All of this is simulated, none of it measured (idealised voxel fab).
Name of the process module below: voxel capacitor over wiring
The cross-section shown here is cut; it is 205 nm wide and divided into square cells measuring 5 nm on a side.
Reading order for cross-sections: top band down to bottom band. Underlying form: a grid of square cells. Band size: one or more rows of cells.
Heads up on the band format: heights come first, top then bottom, in nm. After that it's the materials left to right, each with its width in nm. A single material flagged "all across" fills the whole band edge to edge, and "blank" means there's empty space there.
All heights in this document are referenced to 0, defined as the level beneath which the wafer, as received, consists entirely of one material. The lowest band is not bounded below; it extends indefinitely downward and is written in the form "0..down".
You'd read "30->40" like this: the band's top row of cells is as wide as the first number, its bottom row is as wide as the second, and going down, every row changes width by the same amount as the row before did.
The cross-section has no changed cell in any step marked "nothing was modified".
This entry, "Enclosed void inventory", enumerates those empty regions of no fewer than 8 cells that possess no open connection to the top. Each region is reported in the form width x height at distance, the distance being taken from the left edge, with all three quantities expressed in nm.
On a step's line, text after the settings is the simulator commenting on that step.
Regarding "overlay nm": on a step with a mask, it is the distance the mask lay to the right of its planned place; a negative value places it to the left.
PROCESS STEPS (PLANNED)
step 1: RECEIVE: material Si
step 2: CONFORMAL_DEP: material SiO2, thk nm 15
step 3: CONFORMAL_DEP: material SiCN, thk nm 5
step 4: DIRECTIONAL_DEP: material lowk, thk nm 25
step 5: MASKED_ETCH: tone open, mask id METAL_1, width nm 25, pitch nm 90, etch materials lowk, depth nm 25, overlay nm 0
step 6: MASKED_ETCH: tone open, mask id METAL_1, width nm 25, pitch nm 90, etch materials SiCN, depth nm 5, overlay nm 0
step 7: CONFORMAL_DEP: material TiN, thk nm 5
step 8: FILL_DEP: material Cu, thk nm 5
step 9: CMP: height nm 45
step 10: CONFORMAL_DEP: material SiCN, thk nm 5
step 11: DIRECTIONAL_DEP: material lowk, thk nm 10
step 12: DIRECTIONAL_DEP: material aC, thk nm 15
step 13: PATTERN: tone open, mask id PLUG_1, material resist, width nm 15, thk nm 30, overlay nm 0
step 14: DIRECTIONAL_ETCH: etch materials aC, depth nm 15
step 15: STRIP: etch materials resist
step 16: DIRECTIONAL_ETCH: etch materials lowk, depth nm 10
step 17: DIRECTIONAL_ETCH: etch materials SiCN, depth nm 5
step 18: STRIP: etch materials aC
step 19: EPI: material Ru, thk nm 10
step 20: EPI: material Ru, thk nm 5
step 21: DIRECTIONAL_DEP: material TiN, thk nm 5
step 22: DIRECTIONAL_DEP: material SiN, thk nm 5
step 23: DIRECTIONAL_DEP: material TiN, thk nm 5
step 24: PATTERN: tone cover, mask id UPPER_PLATE, material resist, width nm 70, thk nm 15, overlay nm 0
step 25: DIRECTIONAL_ETCH: etch materials TiN, depth nm 5
step 26: DIRECTIONAL_ETCH: etch materials SiN, depth nm 5
step 27: STRIP: etch materials resist
step 28: DIRECTIONAL_DEP: material aC, thk nm 15
step 29: PATTERN: tone cover, mask id LOWER_PLATE, material resist, width nm 80, thk nm 35, overlay nm 0
step 30: DIRECTIONAL_ETCH: etch materials aC, depth nm 15
step 31: STRIP: etch materials resist
step 32: DIRECTIONAL_ETCH: etch materials TiN, depth nm 5
step 33: STRIP: etch materials aC
step 34: FILL_DEP: material SiO2, thk nm 20
step 35: CMP: height nm 90
step 36: DIRECTIONAL_DEP: material aC, thk nm 15
step 37: PATTERN: tone open, mask id PLUG_2, material resist, width nm 15, thk nm 35, overlay nm 0
step 38: DIRECTIONAL_ETCH: etch materials aC, depth nm 15
step 39: STRIP: etch materials resist
step 40: DIRECTIONAL_ETCH: etch materials SiO2, depth nm 15
step 41: STRIP: etch materials aC
step 42: CONFORMAL_DEP: material TiN, thk nm 5
step 43: FILL_DEP: material Cu, thk nm 10
step 44: CMP: height nm 90
step 45: CONFORMAL_DEP: material SiCN, thk nm 5
CONCERNING THE FIRST OF TWO WAFERS, WHICH WAS RUN IN ACCORDANCE WITH THE PLAN
WAFER CROSS-SECTION ON RECEIPT, I.E. AFTER STEP 1
- 0..down = Si all across
- Enclosed void inventory: none
YOU'RE LOOKING AT A CROSS-SECTION OF THE WAFER AFTER STEP 2
- 15..0 = SiO2 all across
- Everything under 0 stays put, no change at all.
YOU'RE LOOKING AT A CROSS-SECTION OF THE WAFER AFTER STEP 3
- 20..15 = SiCN all across
- Everything under 15 stays put, no change at all.
YOU'RE LOOKING AT A CROSS-SECTION OF THE WAFER AFTER STEP 4
- 45..20 = lowk all across
- Everything under 20 stays put, no change at all.
YOU'RE LOOKING AT A CROSS-SECTION OF THE WAFER AFTER STEP 5
- 45..20 = 45 nm lowk | 25 nm blank | 65 nm lowk | 25 nm blank | 45 nm lowk
- Everything under 20 stays put, no change at all.
YOU'RE LOOKING AT A CROSS-SECTION OF THE WAFER AFTER STEP 6
- 45..20 = 45 nm lowk | 25 nm blank | 65 nm lowk | 25 nm blank | 45 nm lowk
- 20..15 = 45 nm SiCN | 25 nm blank | 65 nm SiCN | 25 nm blank | 45 nm SiCN
- Everything under 15 stays put, no change at all.
YOU'RE LOOKING AT A CROSS-SECTION OF THE WAFER AFTER STEP 7
- 50..45 = 50 nm TiN | 15 nm blank | 75 nm TiN | 15 nm blank | 50 nm TiN
- 45..20 = 45 nm lowk | 5 nm TiN | 15 nm blank | 5 nm TiN | 65 nm lowk | 5 nm TiN | 15 nm blank | 5 nm TiN | 45 nm lowk
- 20..15 = 45 nm SiCN | 25 nm TiN | 65 nm SiCN | 25 nm TiN | 45 nm SiCN
- Everything under 15 stays put, no change at all.
YOU'RE LOOKING AT A CROSS-SECTION OF THE WAFER AFTER STEP 8
- 55..50 = Cu all across
- 50..45 = 50 nm TiN | 15 nm Cu | 75 nm TiN | 15 nm Cu | 50 nm TiN
- 45..20 = 45 nm lowk | 5 nm TiN | 15 nm Cu | 5 nm TiN | 65 nm lowk | 5 nm TiN | 15 nm Cu | 5 nm TiN | 45 nm lowk
- Everything under 20 stays put, no change at all.
YOU'RE LOOKING AT A CROSS-SECTION OF THE WAFER AFTER STEP 9
- 45..20 = 45 nm lowk | 5 nm TiN | 15 nm Cu | 5 nm TiN | 65 nm lowk | 5 nm TiN | 15 nm Cu | 5 nm TiN | 45 nm lowk
- Everything under 20 stays put, no change at all.
YOU'RE LOOKING AT A CROSS-SECTION OF THE WAFER AFTER STEP 10
- 50..45 = SiCN all across
- Everything under 45 stays put, no change at all.
YOU'RE LOOKING AT A CROSS-SECTION OF THE WAFER AFTER STEP 11
- 60..50 = lowk all across
- Everything under 50 stays put, no change at all.
YOU'RE LOOKING AT A CROSS-SECTION OF THE WAFER AFTER STEP 12
- 75..60 = aC all across
- Everything under 60 stays put, no change at all.
YOU'RE LOOKING AT A CROSS-SECTION OF THE WAFER AFTER STEP 13
- 105..75 = 55 nm resist | 15 nm blank | 135 nm resist
- Everything under 75 stays put, no change at all.
YOU'RE LOOKING AT A CROSS-SECTION OF THE WAFER AFTER STEP 14
- 90..75 = 55 nm resist | 15 nm blank | 135 nm resist
- 75..60 = 55 nm aC | 15 nm blank | 135 nm aC
- Everything under 60 stays put, no change at all.
YOU'RE LOOKING AT A CROSS-SECTION OF THE WAFER AFTER STEP 15
- 75..60 = 55 nm aC | 15 nm blank | 135 nm aC
- Everything under 60 stays put, no change at all.
YOU'RE LOOKING AT A CROSS-SECTION OF THE WAFER AFTER STEP 16
- 75..60 = 55 nm aC | 15 nm blank | 135 nm aC
- 60..50 = 55 nm lowk | 15 nm blank | 135 nm lowk
- Everything under 50 stays put, no change at all.
YOU'RE LOOKING AT A CROSS-SECTION OF THE WAFER AFTER STEP 17
- 75..60 = 55 nm aC | 15 nm blank | 135 nm aC
- 60..50 = 55 nm lowk | 15 nm blank | 135 nm lowk
- 50..45 = 55 nm SiCN | 15 nm blank | 135 nm SiCN
- Everything under 45 stays put, no change at all.
YOU'RE LOOKING AT A CROSS-SECTION OF THE WAFER AFTER STEP 18
- 60..50 = 55 nm lowk | 15 nm blank | 135 nm lowk
- Everything under 50 stays put, no change at all.
YOU'RE LOOKING AT A CROSS-SECTION OF THE WAFER AFTER STEP 19
- 60..55 = 55 nm lowk | 15 nm blank | 135 nm lowk
- 55..50 = 55 nm lowk | 15 nm Ru | 135 nm lowk
- 50..45 = 55 nm SiCN | 15 nm Ru | 135 nm SiCN
- Everything under 45 stays put, no change at all.
YOU'RE LOOKING AT A CROSS-SECTION OF THE WAFER AFTER STEP 20
- 60..50 = 55 nm lowk | 15 nm Ru | 135 nm lowk
- Everything under 50 stays put, no change at all.
YOU'RE LOOKING AT A CROSS-SECTION OF THE WAFER AFTER STEP 21
- 65..60 = TiN all across
- Everything under 60 stays put, no change at all.
YOU'RE LOOKING AT A CROSS-SECTION OF THE WAFER AFTER STEP 22
- 70..65 = SiN all across
- Everything under 65 stays put, no change at all.
YOU'RE LOOKING AT A CROSS-SECTION OF THE WAFER AFTER STEP 23
- 75..70 = TiN all across
- Everything under 70 stays put, no change at all.
YOU'RE LOOKING AT A CROSS-SECTION OF THE WAFER AFTER STEP 24
- 90..75 = 55 nm blank | 70 nm resist | 80 nm blank
- Everything under 75 stays put, no change at all.
YOU'RE LOOKING AT A CROSS-SECTION OF THE WAFER AFTER STEP 25
- 90..75 = 55 nm blank | 70 nm resist | 80 nm blank
- 75..70 = 55 nm blank | 70 nm TiN | 80 nm blank
- Everything under 70 stays put, no change at all.
YOU'RE LOOKING AT A CROSS-SECTION OF THE WAFER AFTER STEP 26
- 90..75 = 55 nm blank | 70 nm resist | 80 nm blank
- 75..70 = 55 nm blank | 70 nm TiN | 80 nm blank
- 70..65 = 55 nm blank | 70 nm SiN | 80 nm blank
- Everything under 65 stays put, no change at all.
YOU'RE LOOKING AT A CROSS-SECTION OF THE WAFER AFTER STEP 27
- 75..70 = 55 nm blank | 70 nm TiN | 80 nm blank
- Everything under 70 stays put, no change at all.
YOU'RE LOOKING AT A CROSS-SECTION OF THE WAFER AFTER STEP 28
- 90..80 = 55 nm blank | 70 nm aC | 80 nm blank
- 80..75 = aC all across
- 75..70 = 55 nm aC | 70 nm TiN | 80 nm aC
- 70..65 = 55 nm aC | 70 nm SiN | 80 nm aC
- Everything under 65 stays put, no change at all.
YOU'RE LOOKING AT A CROSS-SECTION OF THE WAFER AFTER STEP 29
- 125..90 = 50 nm blank | 80 nm resist | 75 nm blank
- 90..80 = 50 nm blank | 5 nm resist | 70 nm aC | 5 nm resist | 75 nm blank
- Everything under 80 stays put, no change at all.
YOU'RE LOOKING AT A CROSS-SECTION OF THE WAFER AFTER STEP 30
- 110..90 = 50 nm blank | 80 nm resist | 75 nm blank
- 90..80 = 50 nm blank | 5 nm resist | 70 nm aC | 5 nm resist | 75 nm blank
- 80..75 = 50 nm blank | 80 nm aC | 75 nm blank
- 75..70 = 50 nm blank | 5 nm aC | 70 nm TiN | 5 nm aC | 75 nm blank
- 70..65 = 50 nm blank | 5 nm aC | 70 nm SiN | 5 nm aC | 75 nm blank
- Everything under 65 stays put, no change at all.
YOU'RE LOOKING AT A CROSS-SECTION OF THE WAFER AFTER STEP 31
- 90..80 = 55 nm blank | 70 nm aC | 80 nm blank
- Everything under 80 stays put, no change at all.
YOU'RE LOOKING AT A CROSS-SECTION OF THE WAFER AFTER STEP 32
- 90..80 = 55 nm blank | 70 nm aC | 80 nm blank
- 80..75 = 50 nm blank | 80 nm aC | 75 nm blank
- 75..70 = 50 nm blank | 5 nm aC | 70 nm TiN | 5 nm aC | 75 nm blank
- 70..65 = 50 nm blank | 5 nm aC | 70 nm SiN | 5 nm aC | 75 nm blank
- 65..60 = 50 nm blank | 80 nm TiN | 75 nm blank
- Everything under 60 stays put, no change at all.
YOU'RE LOOKING AT A CROSS-SECTION OF THE WAFER AFTER STEP 33
- 75..70 = 55 nm blank | 70 nm TiN | 80 nm blank
- 70..65 = 55 nm blank | 70 nm SiN | 80 nm blank
- Everything under 65 stays put, no change at all.
YOU'RE LOOKING AT A CROSS-SECTION OF THE WAFER AFTER STEP 34
- 95..75 = SiO2 all across
- 75..70 = 55 nm SiO2 | 70 nm TiN | 80 nm SiO2
- 70..65 = 55 nm SiO2 | 70 nm SiN | 80 nm SiO2
- 65..60 = 50 nm SiO2 | 80 nm TiN | 75 nm SiO2
- Everything under 60 stays put, no change at all.
YOU'RE LOOKING AT A CROSS-SECTION OF THE WAFER AFTER STEP 35
- 90..75 = SiO2 all across
- Everything under 75 stays put, no change at all.
YOU'RE LOOKING AT A CROSS-SECTION OF THE WAFER AFTER STEP 36
- 105..90 = aC all across
- Everything under 90 stays put, no change at all.
YOU'RE LOOKING AT A CROSS-SECTION OF THE WAFER AFTER STEP 37
- 140..105 = 65 nm resist | 15 nm blank | 125 nm resist
- Everything under 105 stays put, no change at all.
YOU'RE LOOKING AT A CROSS-SECTION OF THE WAFER AFTER STEP 38
- 125..105 = 65 nm resist | 15 nm blank | 125 nm resist
- 105..90 = 65 nm aC | 15 nm blank | 125 nm aC
- Everything under 90 stays put, no change at all.
YOU'RE LOOKING AT A CROSS-SECTION OF THE WAFER AFTER STEP 39
- 105..90 = 65 nm aC | 15 nm blank | 125 nm aC
- Everything under 90 stays put, no change at all.
YOU'RE LOOKING AT A CROSS-SECTION OF THE WAFER AFTER STEP 40
- 105..90 = 65 nm aC | 15 nm blank | 125 nm aC
- 90..75 = 65 nm SiO2 | 15 nm blank | 125 nm SiO2
- Everything under 75 stays put, no change at all.
YOU'RE LOOKING AT A CROSS-SECTION OF THE WAFER AFTER STEP 41
- 90..75 = 65 nm SiO2 | 15 nm blank | 125 nm SiO2
- Everything under 75 stays put, no change at all.
YOU'RE LOOKING AT A CROSS-SECTION OF THE WAFER AFTER STEP 42
- 95..90 = 70 nm TiN | 5 nm blank | 130 nm TiN
- 90..80 = 65 nm SiO2 | 5 nm TiN | 5 nm blank | 5 nm TiN | 125 nm SiO2
- 80..70 = 65->55 nm SiO2 | 15->70 nm TiN | 125->80 nm SiO2
- Everything under 70 stays put, no change at all.
YOU'RE LOOKING AT A CROSS-SECTION OF THE WAFER AFTER STEP 43
- 105..95 = Cu all across
- 95..90 = 70 nm TiN | 5 nm Cu | 130 nm TiN
- 90..80 = 65 nm SiO2 | 5 nm TiN | 5 nm Cu | 5 nm TiN | 125 nm SiO2
- Everything under 80 stays put, no change at all.
YOU'RE LOOKING AT A CROSS-SECTION OF THE WAFER AFTER STEP 44
- 90..80 = 65 nm SiO2 | 5 nm TiN | 5 nm Cu | 5 nm TiN | 125 nm SiO2
- Everything under 80 stays put, no change at all.
YOU'RE LOOKING AT A CROSS-SECTION OF THE WAFER AFTER STEP 45
- 95..90 = SiCN all across
- Everything under 90 stays put, no change at all.
NOTES, SECOND WAFER: START = FIRST WAFER'S, PLAN = FIRST WAFER'S, EXECUTION HAD ONE MISTAKE; HISTORY IDENTICAL TO FIRST THROUGH STEP 19
CROSS-SECTION: SECOND WAFER, TIME AT WHICH STEP 20 WAS SCHEDULED TO END
- 65..60 = 55 nm TiN | 15 nm blank | 135 nm TiN
- 60..55 = 55 nm lowk | 15 nm TiN | 135 nm lowk
- Everything under 55 stays put, no change at all.
CROSS-SECTION: SECOND WAFER, TIME AT WHICH STEP 21 WAS SCHEDULED TO END
- 70..65 = 60 nm Ru | 5 nm blank | 140 nm Ru
- 65..60 = 55 nm TiN | 15 nm Ru | 135 nm TiN
- Everything under 60 stays put, no change at all.
CROSS-SECTION: SECOND WAFER, TIME AT WHICH STEP 22 WAS SCHEDULED TO END
- 75..70 = 60 nm SiN | 5 nm blank | 140 nm SiN
- 70..65 = 60 nm Ru | 5 nm SiN | 140 nm Ru
- Everything under 65 stays put, no change at all.
CROSS-SECTION: SECOND WAFER, TIME AT WHICH STEP 23 WAS SCHEDULED TO END
- 80..75 = 60 nm TiN | 5 nm blank | 140 nm TiN
- 75..70 = 60 nm SiN | 5 nm TiN | 140 nm SiN
- Everything under 70 stays put, no change at all.
CROSS-SECTION: SECOND WAFER, TIME AT WHICH STEP 24 WAS SCHEDULED TO END
- 95..80 = 55 nm blank | 70 nm resist | 80 nm blank
- 80..75 = 60 nm TiN | 5 nm resist | 140 nm TiN
- Everything under 75 stays put, no change at all.
CROSS-SECTION: SECOND WAFER, TIME AT WHICH STEP 25 WAS SCHEDULED TO END
- 95..80 = 55 nm blank | 70 nm resist | 80 nm blank
- 80..75 = 55 nm blank | 5 nm TiN | 5 nm resist | 60 nm TiN | 80 nm blank
- Everything under 75 stays put, no change at all.
CROSS-SECTION: SECOND WAFER, TIME AT WHICH STEP 26 WAS SCHEDULED TO END
- 95..80 = 55 nm blank | 70 nm resist | 80 nm blank
- 80..75 = 55 nm blank | 5 nm TiN | 5 nm resist | 60 nm TiN | 80 nm blank
- 75..70 = 55 nm blank | 5 nm SiN | 5 nm TiN | 60 nm SiN | 80 nm blank
- Everything under 70 stays put, no change at all.
CROSS-SECTION: SECOND WAFER, TIME AT WHICH STEP 27 WAS SCHEDULED TO END
- 80..75 = 55 nm blank | 5 nm TiN | 5 nm blank | 60 nm TiN | 80 nm blank
- Everything under 75 stays put, no change at all.
CROSS-SECTION: SECOND WAFER, TIME AT WHICH STEP 28 WAS SCHEDULED TO END
- 95..90 = 55 nm blank | 5 nm aC | 5 nm blank | 60 nm aC | 80 nm blank
- 90..85 = 55 nm blank | 70 nm aC | 80 nm blank
- 85..80 = aC all across
- 80..75 = 55 nm aC | 5 nm TiN | 5 nm aC | 60 nm TiN | 80 nm aC
- 75..70 = 55 nm aC | 5 nm SiN | 5 nm TiN | 60 nm SiN | 80 nm aC
- Everything under 70 stays put, no change at all.
CROSS-SECTION: SECOND WAFER, TIME AT WHICH STEP 29 WAS SCHEDULED TO END
- 130..95 = 50 nm blank | 80 nm resist | 75 nm blank
- 95..90 = 50 nm blank | 5 nm resist | 5 nm aC | 5 nm resist | 60 nm aC | 5 nm resist | 75 nm blank
- 90..85 = 50 nm blank | 5 nm resist | 70 nm aC | 5 nm resist | 75 nm blank
- Everything under 85 stays put, no change at all.
CROSS-SECTION: SECOND WAFER, TIME AT WHICH STEP 30 WAS SCHEDULED TO END
- 115..95 = 50 nm blank | 80 nm resist | 75 nm blank
- 95..90 = 50 nm blank | 5 nm resist | 5 nm aC | 5 nm resist | 60 nm aC | 5 nm resist | 75 nm blank
- 90..85 = 50 nm blank | 5 nm resist | 70 nm aC | 5 nm resist | 75 nm blank
- 85..80 = 50 nm blank | 80 nm aC | 75 nm blank
- 80..75 = 50 nm blank | 5 nm aC | 5 nm TiN | 5 nm aC | 60 nm TiN | 5 nm aC | 75 nm blank
- 75..70 = 50 nm blank | 5 nm aC | 5 nm SiN | 5 nm TiN | 60 nm SiN | 5 nm aC | 75 nm blank
- Everything under 70 stays put, no change at all.
CROSS-SECTION: SECOND WAFER, TIME AT WHICH STEP 31 WAS SCHEDULED TO END
- 95..90 = 55 nm blank | 5 nm aC | 5 nm blank | 60 nm aC | 80 nm blank
- 90..80 = 55->50 nm blank | 70->80 nm aC | 80->75 nm blank
- Everything under 80 stays put, no change at all.
Cross-section: second wafer, time at which step 32 was scheduled to end: nothing was modified
CROSS-SECTION: SECOND WAFER, TIME AT WHICH STEP 33 WAS SCHEDULED TO END
- 80..75 = 55 nm blank | 5 nm TiN | 5 nm blank | 60 nm TiN | 80 nm blank
- 75..70 = 55 nm blank | 5 nm SiN | 5 nm TiN | 60 nm SiN | 80 nm blank
- Everything under 70 stays put, no change at all.
CROSS-SECTION: SECOND WAFER, TIME AT WHICH STEP 34 WAS SCHEDULED TO END
- 100..80 = SiO2 all across
- 80..75 = 55 nm SiO2 | 5 nm TiN | 5 nm SiO2 | 60 nm TiN | 80 nm SiO2
- 75..70 = 55 nm SiO2 | 5 nm SiN | 5 nm TiN | 60 nm SiN | 80 nm SiO2
- Everything under 70 stays put, no change at all.
CROSS-SECTION: SECOND WAFER, TIME AT WHICH STEP 35 WAS SCHEDULED TO END
- 90..80 = SiO2 all across
- Everything under 80 stays put, no change at all.
CROSS-SECTION: SECOND WAFER, TIME AT WHICH STEP 36 WAS SCHEDULED TO END
- 105..90 = aC all across
- Everything under 90 stays put, no change at all.
CROSS-SECTION: SECOND WAFER, TIME AT WHICH STEP 37 WAS SCHEDULED TO END
- 140..105 = 65 nm resist | 15 nm blank | 125 nm resist
- Everything under 105 stays put, no change at all.
CROSS-SECTION: SECOND WAFER, TIME AT WHICH STEP 38 WAS SCHEDULED TO END
- 125..105 = 65 nm resist | 15 nm blank | 125 nm resist
- 105..90 = 65 nm aC | 15 nm blank | 125 nm aC
- Everything under 90 stays put, no change at all.
CROSS-SECTION: SECOND WAFER, TIME AT WHICH STEP 39 WAS SCHEDULED TO END
- 105..90 = 65 nm aC | 15 nm blank | 125 nm aC
- Everything under 90 stays put, no change at all.
CROSS-SECTION: SECOND WAFER, TIME AT WHICH STEP 40 WAS SCHEDULED TO END
- 105..90 = 65 nm aC | 15 nm blank | 125 nm aC
- 90..80 = 65 nm SiO2 | 15 nm blank | 125 nm SiO2
- Everything under 80 stays put, no change at all.
CROSS-SECTION: SECOND WAFER, TIME AT WHICH STEP 41 WAS SCHEDULED TO END
- 90..80 = 65 nm SiO2 | 15 nm blank | 125 nm SiO2
- Everything under 80 stays put, no change at all.
CROSS-SECTION: SECOND WAFER, TIME AT WHICH STEP 42 WAS SCHEDULED TO END
- 95..90 = 70 nm TiN | 5 nm blank | 130 nm TiN
- 90..85 = 65 nm SiO2 | 5 nm TiN | 5 nm blank | 5 nm TiN | 125 nm SiO2
- 85..80 = 65 nm SiO2 | 15 nm TiN | 125 nm SiO2
- Everything under 80 stays put, no change at all.
CROSS-SECTION: SECOND WAFER, TIME AT WHICH STEP 43 WAS SCHEDULED TO END
- 105..95 = Cu all across
- 95..90 = 70 nm TiN | 5 nm Cu | 130 nm TiN
- 90..85 = 65 nm SiO2 | 5 nm TiN | 5 nm Cu | 5 nm TiN | 125 nm SiO2
- Everything under 85 stays put, no change at all.
CROSS-SECTION: SECOND WAFER, TIME AT WHICH STEP 44 WAS SCHEDULED TO END
- 90..85 = 65 nm SiO2 | 5 nm TiN | 5 nm Cu | 5 nm TiN | 125 nm SiO2
- Everything under 85 stays put, no change at all.
CROSS-SECTION: SECOND WAFER, TIME AT WHICH STEP 45 WAS SCHEDULED TO END
- 95..90 = SiCN all across
- Everything under 90 stays put, no change at all.
Against the plan, the run slipped here: the run placed steps 20 and 21 each in the position the plan gave to the other
Final tally in cells, some materials are higher or lower on the second wafer than on the first: Cu -1 | Ru +40 | SiO2 -62 | TiN +23
